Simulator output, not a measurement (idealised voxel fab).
Process module, titled voxel spacer lines
The figure presents cross-section cut, which has a width of 225 nm and is divided into square cells with an edge length of 5 nm.
Heads up, the way a cross-section reads in here is a grid of square cells, handed over as bands from the top down, with every band being one or more rows of cells.
The entry gives the band's vertical extent as a top height and a bottom height in nm, then its horizontal make-up as materials from left to right, each with a width in nm. "blank" stands for empty space; a single material marked "full width" fills the band edge to edge.
Below 0: as-received wafer, all one material; heights counted from there. Lowest band: no bottom, goes on down, written "0 -> down".
Think of "30..40" as a width that walks from the first number to the second as you go down the band, top row to bottom row, taking equal-sized steps from row to row.
Where the words "no alterations made" appear for a step, the cross-section shows no cell changed by that step; every cell remained as before.
Enclosed voids (no open way to top), threshold 8 cells or more, entry "Closed empty spaces", notation width x height at distance, distance from left edge, nm.
Read whatever lies past the settings on a step's line as the simulator's own remark about the step.
If you see "overlay nm" on a step's line and that step has a mask, it's telling you how far right of where it was planned the mask ended up; a negative number means it went left instead.
[Planned process steps]
1,op RECEIVE | material Si
2,op CONFORMAL_DEP | material Al2O3 | thk nm 5
3,op DIRECTIONAL_DEP | material polySi | thk nm 20
4,op DIRECTIONAL_DEP | material aC | thk nm 20
5,op PATTERN | tone cover | mask id MANDREL | material resist | width nm 20 | pitch nm 70 | thk nm 25 | overlay nm 0
6,op DIRECTIONAL_ETCH | etch materials aC | depth nm 20
7,op STRIP | etch materials resist
8,op CONFORMAL_DEP | material SiN | thk nm 15
9,op DIRECTIONAL_ETCH | etch materials SiN | depth nm 15
10,op STRIP | etch materials aC
11,op DIRECTIONAL_ETCH | etch materials polySi | depth nm 20
12,op STRIP | etch materials SiN
[As-received state of the wafer in cross-section, equivalent to post-step 1]
    0 -> down = Si full width
    Closed empty spaces: none
[Final cross-section, module run with one mistake (start and plan as above)]
    20 -> 0 = blank: 15 | polySi: 15 | blank: 20 | polySi: 15 | blank: 20 | polySi: 15 | blank: 20 | polySi: 15 | blank: 20 | polySi: 15 | blank: 20 | polySi: 15 | blank: 20
    0 -> down = Si full width
    Closed empty spaces: none
Here's what went sideways: step 2 of the plan did not run at all; it was left out
